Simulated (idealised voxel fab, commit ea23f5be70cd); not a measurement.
This section sets out a process module, namely voxel wiring stack.
Cross-sectional view cut (width: 165 nm; square cell size: 5 nm).
Square cells in a grid make up a cross-section in this document, and the grid is given as bands, listed from the top down, each one or more rows of cells. Band: top and bottom heights (nm) first, top before bottom; then materials from left to right, widths in nm. "full width" marks a sole material filling the band edge to edge. "blank" denotes empty space. Convention: height 0 is the level below which the wafer, as received, is all one material. The lowest band does not terminate at the bottom but continues downward, represented as "0 down". You'd read "30->40" like this: the band's top row of cells is as wide as the first number, its bottom row is as wide as the second, and going down, every row changes width by the same amount as the row before did. "no change", as given for a step, is the statement that not any cell of the cross-section underwent a change during that step. If an empty space has no open way to the top and is at least 8 cells in size, "Closed internal cavities" lists it, written width x height at distance, where distance is measured from the left edge and every value is in nm. Step line, after settings: the simulator's comment on this step. overlay nm: right-of-plan distance of the mask on a masked step; negative values mean left-of-plan.
Planned step list for the process:
step 1: RECEIVE, material Si
step 2: CONFORMAL_DEP, material SiO2, thk nm 15
step 3: CONFORMAL_DEP, material SiN, thk nm 5
step 4: DIRECTIONAL_DEP, material lowk, thk nm 15
step 5: PATTERN, tone open, mask id METAL_1, material resist, width nm 30, pitch nm 55, thk nm 20, overlay nm 0
step 6: DIRECTIONAL_ETCH, etch materials lowk, depth nm 15
step 7: DIRECTIONAL_ETCH, etch materials SiN, depth nm 5
step 8: STRIP, etch materials resist
step 9: CONFORMAL_DEP, material TiN, thk nm 5
step 10: FILL_DEP, material W, thk nm 5
step 11: CMP, height nm 35
step 12: EPI, material Ru, thk nm 5
step 13: FILL_DEP, material SiCN, thk nm 5
step 14: DIRECTIONAL_DEP, material lowk, thk nm 30
step 15: DIRECTIONAL_DEP, material aC, thk nm 15
step 16: PATTERN, tone open, mask id METAL_2_HOLES, material resist, width nm 15, thk nm 35, overlay nm 0
step 17: DIRECTIONAL_ETCH, etch materials aC, depth nm 15
step 18: STRIP, etch materials resist
step 19: DIRECTIONAL_ETCH, etch materials lowk, depth nm 30
step 20: STRIP, etch materials aC
step 21: DIRECTIONAL_DEP, material aC, thk nm 10
step 22: PATTERN, tone open, mask id METAL_2, material resist, width nm 30, pitch nm 55, thk nm 25, overlay nm 0
step 23: DIRECTIONAL_ETCH, etch materials aC, depth nm 10
step 24: STRIP, etch materials resist
step 25: DIRECTIONAL_ETCH, etch materials lowk, depth nm 20
step 26: DIRECTIONAL_ETCH, etch materials SiCN, depth nm 5
step 27: STRIP, etch materials aC
step 28: CONFORMAL_DEP, material TiN, thk nm 5
step 29: FILL_DEP, material Cu, thk nm 10
step 30: CMP, height nm 75
step 31: CONFORMAL_DEP, material SiN, thk nm 5
As-received state of the wafer in cross-section, equivalent to post-step 1:
* 0 down | Si full width
* Closed internal cavities: none
Run as planned - first of the two wafers cross-sectioned at the end of the module:
* 80 to 75 | SiN full width
* 75 to 60 | lowk: 40, TiN: 5, Cu: 20, TiN: 5, lowk: 25, TiN: 5, Cu: 20, TiN: 5, lowk: 40
* 60 to 55 | lowk: 40, TiN: 5, Cu: 5, TiN: 20, lowk: 25, TiN: 30, lowk: 40
* 55 to 45 | lowk: 40, TiN: 5, Cu: 5, TiN: 5, lowk: 110
* 45 to 40 | SiCN: 40, TiN: 15, SiCN: 110
* 40 to 35 | SiCN: 35, Ru: 40, SiCN: 15, Ru: 40, SiCN: 35
* 35 to 20 | lowk: 40, TiN: 5, W: 20, TiN: 5, lowk: 25, TiN: 5, W: 20, TiN: 5, lowk: 40
* 20 to 15 | SiN: 40, TiN: 30, SiN: 25, TiN: 30, SiN: 40
* 15 to 0 | SiO2 full width
* 0 down | Si full width
* Closed internal cavities: none
Wafer two (of two), end-of-module cross-section: start = wafer one, plan = wafer one, one run mistake:
* 80 to 75 | SiN full width
* 75 to 70 | Cu: 30, TiN: 15, Cu: 20, TiN: 15, Cu: 5, TiN: 15, Cu: 20, TiN: 15, Cu: 30
* 70 to 65 | TiN: 35, lowk: 5, TiN: 5, Cu: 20, TiN: 5, lowk: 5, TiN: 15, lowk: 5, TiN: 5, Cu: 20, TiN: 5, lowk: 5, TiN: 35
* 65 to 55 | lowk: 40, TiN: 5, Cu: 20, TiN: 5, lowk: 25, TiN: 5, Cu: 20, TiN: 5, lowk: 40
* 55 to 50 | lowk: 40, TiN: 5, Cu: 5, TiN: 20, lowk: 25, TiN: 30, lowk: 40
* 50 to 45 | lowk: 40, TiN: 5, Cu: 5, TiN: 5, lowk: 110
* 45 to 40 | lowk: 40, TiN: 15, lowk: 110
* 40 to 35 | lowk: 35, Ru: 40, lowk: 15, Ru: 40, lowk: 35
* 35 to 20 | lowk: 40, TiN: 5, W: 20, TiN: 5, lowk: 25, TiN: 5, W: 20, TiN: 5, lowk: 40
* 20 to 15 | SiN: 40, TiN: 30, SiN: 25, TiN: 30, SiN: 40
* 15 to 0 | SiO2 full width
* 0 down | Si full width
* Closed internal cavities: none
Diagnosis: heads up, step 13 of the plan was skipped and never actually ran
Final wafer comparison in cells, second versus first, more or fewer per material: 20 more of Cu, 47 fewer of SiCN, 27 more of TiN
